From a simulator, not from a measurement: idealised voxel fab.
process module | voxel self aligned vias
cross-section cut | 280 nm wide | cells 5 nm
A cross-section is a grid of square cells, given in bands from the top down. A band is one or more rows of cells.
Each band's line starts with the height of the band's top and of its bottom, in nm. Then come its materials from left to right, each with its width in nm. One material with "throughout" fills the band from edge to edge. "air" is empty space.
Height 0 is the level under which the wafer as received is all one material. The lowest band goes on downwards, as in "0 down".
A width such as "30 to 40" changes by the same amount from each row of cells to the next, from the band's top row to its bottom row.
"no change" after a step means that no cell of the cross-section changed.
closed voids: empty space of 8 cells or more with no open way to the top, each as width x height at its distance from the left edge, in nm
after a step's settings: what the simulator itself notes on the step
overlay nm, on a step with a mask: how far to the right of its planned place the mask lay; to the left if negative
plan
1 op RECEIVE | material Si
2 op CONFORMAL_DEP | material SiO2 | thk nm 10
3 op CONFORMAL_DEP | material SiCN | thk nm 5
4 op DIRECTIONAL_DEP | material lowk | thk nm 25
5 op MASKED_ETCH | tone open | mask id LINES | width nm 20 | pitch nm 50 | etch materials lowk | depth nm 25 | overlay nm 0
6 op CONFORMAL_DEP | material TiN | thk nm 5
7 op FILL_DEP | material Ru | thk nm 10
8 op CMP | height nm 40
9 op SELECTIVE_ETCH | etch materials W Ru TiN | depth nm 5
10 op FILL_DEP | material SiN | thk nm 5
11 op CMP | height nm 40
12 op DIRECTIONAL_DEP | material lowk | thk nm 20
13 op DIRECTIONAL_DEP | material aC | thk nm 15
14 op PATTERN | tone open | mask id VIAS | material resist | width nm 30 | pitch nm 100 | thk nm 30 | overlay nm 0
15 op DIRECTIONAL_ETCH | etch materials aC | depth nm 15
16 op STRIP | etch materials resist
17 op DIRECTIONAL_ETCH | etch materials lowk | depth nm 20
18 op DIRECTIONAL_ETCH | etch materials SiN | depth nm 5
19 op STRIP | etch materials aC
20 op CONFORMAL_DEP | material TiN | thk nm 5
21 op FILL_DEP | material Ru | thk nm 5
22 op CMP | height nm 60
23 op CONFORMAL_DEP | material SiN | thk nm 5
as received, after step 1
  0 down: Si throughout
  closed voids: none
first wafer at the end, as planned
  65 to 60: SiN throughout
  60 to 45: lowk 75 | TiN 5 | Ru 20 | TiN 5 | lowk 70 | TiN 5 | Ru 20 | TiN 5 | lowk 75
  45 to 40: lowk 75 | TiN 10 | Ru 10 | TiN 10 | lowk 70 | TiN 10 | Ru 10 | TiN 10 | lowk 75
  40 to 35: lowk 80 | TiN 20 | lowk 30 | SiN 20 | lowk 30 | TiN 20 | lowk 80
  35 to 20: lowk 80 | TiN 5 | Ru 10 | TiN 5 | lowk 30 | TiN 5 | Ru 10 | TiN 5 | lowk 30 | TiN 5 | Ru 10 | TiN 5 | lowk 80
  20 to 15: lowk 80 | TiN 20 | lowk 30 | TiN 20 | lowk 30 | TiN 20 | lowk 80
  15 to 10: SiCN throughout
  10 to 0: SiO2 throughout
  0 down: Si throughout
  closed voids: none
second wafer at the end: like start, like plan, one mistake
  65 to 60: SiN throughout
  60 to 40: lowk 75 | TiN 5 | Ru 20 | TiN 5 | lowk 70 | TiN 5 | Ru 20 | TiN 5 | lowk 75
  40 to 35: lowk 75 | TiN 30 | lowk 20 | SiN 30 | lowk 20 | TiN 30 | lowk 75
  35 to 20: lowk 75 | TiN 5 | Ru 20 | TiN 5 | lowk 20 | TiN 5 | Ru 20 | TiN 5 | lowk 20 | TiN 5 | Ru 20 | TiN 5 | lowk 75
  20 to 15: lowk 75 | TiN 30 | lowk 20 | TiN 30 | lowk 20 | TiN 30 | lowk 75
  15 to 10: SiCN throughout
  10 to 0: SiO2 throughout
  0 down: Si throughout
  closed voids: none
what went wrong: step 5 ran as: op MASKED_ETCH | tone open | mask id LINES | width nm 30 | pitch nm 50 | etch materials lowk | depth nm 25 | overlay nm 0
at the end the second wafer has, in cells: 22 more of Ru | 2 more of SiN | 6 more of TiN | 30 fewer of lowk
